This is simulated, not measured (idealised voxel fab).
process module | voxel plated lines
cross-section cut | 265 nm wide | cells 5 nm
A cross-section is a grid of square cells, given in bands from the top down. A band is one or more rows of cells.
Each band's line starts with the height of the band's top and of its bottom, in nm. Then come its materials from left to right, each with its width in nm. One material with "throughout" fills the band from edge to edge. "air" is empty space.
Height 0 is the level under which the wafer as received is all one material. The lowest band goes on downwards, as in "0 down".
A width such as "30 to 40" changes by the same amount from each row of cells to the next, from the band's top row to its bottom row.
"no change" after a step means that no cell of the cross-section changed.
closed voids: empty space of 8 cells or more with no open way to the top, each as width x height at its distance from the left edge, in nm
after a step's settings: what the simulator itself notes on the step
overlay nm, on a step with a mask: how far to the right of its planned place the mask lay; to the left if negative
plan
1 op RECEIVE | material Si
2 op CONFORMAL_DEP | material Al2O3 | thk nm 10
3 op DIRECTIONAL_DEP | material TiN | thk nm 5
4 op PATTERN | tone open | mask id LINES | material resist | width nm 15 | pitch nm 35 | thk nm 20 | overlay nm 0
5 op EPI | material Ru | thk nm 5
6 op STRIP | etch materials resist
7 op DIRECTIONAL_ETCH | etch materials TiN | depth nm 5
8 op CONFORMAL_DEP | material SiN | thk nm 10
as received, after step 1
  0 down: Si throughout
  closed voids: none
a wafer at the end: this start, this plan, one mistake
  30 to 20: air 80 | SiN 110 | air 75
  20 to 15: SiN 90 | Ru 20 | SiN 15 | Ru 20 | SiN 15 | Ru 20 | SiN 85
  15 to 10: SiN 90 | TiN 20 | SiN 15 | TiN 20 | SiN 15 | TiN 20 | SiN 85
  10 to 0: Al2O3 throughout
  0 down: Si throughout
  closed voids: none
what went wrong: step 4 ran as: op PATTERN | tone open | mask id LINES | material resist | width nm 20 | pitch nm 35 | thk nm 20 | overlay nm 0
